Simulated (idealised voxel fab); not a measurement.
process module | voxel wiring stack
cross-section cut | 250 nm wide | cells 5 nm
A cross-section is a grid of square cells, given in bands from the top down. A band is one or more rows of cells.
Each band's line starts with the height of the band's top and of its bottom, in nm. Then come its materials from left to right, each with its width in nm. One material with "throughout" fills the band from edge to edge. "air" is empty space.
Height 0 is the level under which the wafer as received is all one material. The lowest band goes on downwards, as in "0 down".
A width such as "30 to 40" changes by the same amount from each row of cells to the next, from the band's top row to its bottom row.
"no change" after a step means that no cell of the cross-section changed.
closed voids: empty space of 8 cells or more with no open way to the top, each as width x height at its distance from the left edge, in nm
after a step's settings: what the simulator itself notes on the step
overlay nm, on a step with a mask: how far to the right of its planned place the mask lay; to the left if negative
plan
1 op RECEIVE | material Si
2 op CONFORMAL_DEP | material SiO2 | thk nm 15
3 op CONFORMAL_DEP | material SiN | thk nm 5
4 op DIRECTIONAL_DEP | material lowk | thk nm 25
5 op DIRECTIONAL_DEP | material aC | thk nm 10
6 op PATTERN | tone open | mask id METAL_1 | material resist | width nm 25 | pitch nm 45 | thk nm 25 | overlay nm 0
7 op DIRECTIONAL_ETCH | etch materials aC | depth nm 10
8 op STRIP | etch materials resist
9 op DIRECTIONAL_ETCH | etch materials lowk | depth nm 25
10 op DIRECTIONAL_ETCH | etch materials SiN | depth nm 5
11 op STRIP | etch materials aC
12 op CONFORMAL_DEP | material TiN | thk nm 5
13 op FILL_DEP | material W | thk nm 10
14 op CMP | height nm 45
15 op CONFORMAL_DEP | material SiCN | thk nm 5
16 op DIRECTIONAL_DEP | material lowk | thk nm 20
17 op MASKED_ETCH | tone open | mask id PLUG_1 | width nm 15 | pitch nm 90 | etch materials lowk | depth nm 20 | overlay nm 0
18 op MASKED_ETCH | tone open | mask id PLUG_1 | width nm 15 | pitch nm 90 | etch materials SiCN | depth nm 5 | overlay nm 0
19 op EPI | material Ru | thk nm 10
20 op EPI | material Ru | thk nm 10
21 op EPI | material Ru | thk nm 5
22 op CONFORMAL_DEP | material SiN | thk nm 5
23 op DIRECTIONAL_DEP | material lowk | thk nm 25
24 op MASKED_ETCH | tone open | mask id METAL_2 | width nm 25 | pitch nm 45 | etch materials lowk | depth nm 25 | overlay nm 0
25 op MASKED_ETCH | tone open | mask id METAL_2 | width nm 25 | pitch nm 45 | etch materials SiN | depth nm 5 | overlay nm 0
26 op CONFORMAL_DEP | material TiN | thk nm 5
27 op FILL_DEP | material Ru | thk nm 10
28 op CMP | height nm 100
29 op CONFORMAL_DEP | material SiCN | thk nm 5
30 op DIRECTIONAL_DEP | material lowk | thk nm 10
31 op PATTERN | tone open | mask id PLUG_2 | material resist | width nm 15 | pitch nm 45 | thk nm 20 | overlay nm 0
32 op DIRECTIONAL_ETCH | etch materials lowk | depth nm 10
33 op DIRECTIONAL_ETCH | etch materials SiCN | depth nm 5
34 op STRIP | etch materials resist
35 op CONFORMAL_DEP | material TiN | thk nm 5
36 op FILL_DEP | material W | thk nm 10
37 op CMP | height nm 115
38 op DIRECTIONAL_DEP | material TiN | thk nm 5
39 op DIRECTIONAL_DEP | material W | thk nm 15
40 op DIRECTIONAL_DEP | material aC | thk nm 10
41 op PATTERN | tone cover | mask id METAL_3 | material resist | width nm 25 | pitch nm 45 | thk nm 30 | overlay nm 0
42 op DIRECTIONAL_ETCH | etch materials aC | depth nm 10
43 op STRIP | etch materials resist
44 op DIRECTIONAL_ETCH | etch materials W | depth nm 15
45 op DIRECTIONAL_ETCH | etch materials TiN | depth nm 5
46 op STRIP | etch materials aC
47 op FILL_DEP | material lowk | thk nm 10
48 op CMP | height nm 135
49 op CONFORMAL_DEP | material SiN | thk nm 5
as received, after step 1
  0 down: Si throughout
  closed voids: none
a wafer at the end: this start, this plan, one mistake
  140 to 135: SiN throughout
  135 to 120: lowk 45 | W 25 | lowk 20 | W 25 | lowk 20 | W 25 | lowk 20 | W 25 | lowk 45
  120 to 115: lowk 45 | TiN 25 | lowk 20 | TiN 25 | lowk 20 | TiN 25 | lowk 20 | TiN 25 | lowk 45
  115 to 105: lowk 45 | TiN 5 | W 5 | TiN 5 | lowk 30 | TiN 5 | W 5 | TiN 5 | lowk 30 | TiN 5 | W 5 | TiN 5 | lowk 30 | TiN 5 | W 5 | TiN 5 | lowk 55
  105 to 100: SiCN 45 | TiN 15 | SiCN 30 | TiN 15 | SiCN 30 | TiN 15 | SiCN 30 | TiN 15 | SiCN 55
  100 to 95: lowk 45 | TiN 5 | Ru 15 | TiN 5 | lowk 20 | TiN 5 | Ru 15 | TiN 5 | lowk 20 | TiN 5 | Ru 15 | TiN 5 | lowk 20 | TiN 5 | Ru 15 | TiN 5 | lowk 45
  95 to 90: SiN 45 | TiN 25 | SiN 20 | TiN 25 | SiN 20 | TiN 25 | SiN 20 | TiN 25 | SiN 45
  90 to 70: lowk 45 | SiN 5 | TiN 5 | SiN 5 | lowk 75 | SiN 5 | TiN 5 | SiN 5 | lowk 100
  70 to 50: lowk throughout
  50 to 45: SiCN throughout
  45 to 20: lowk 45 | TiN 5 | W 15 | TiN 5 | lowk 20 | TiN 5 | W 15 | TiN 5 | lowk 20 | TiN 5 | W 15 | TiN 5 | lowk 20 | TiN 5 | W 15 | TiN 5 | lowk 45
  20 to 15: SiN 45 | TiN 25 | SiN 20 | TiN 25 | SiN 20 | TiN 25 | SiN 20 | TiN 25 | SiN 45
  15 to 0: SiO2 throughout
  0 down: Si throughout
  closed voids: none
what went wrong: step 16 was run twice
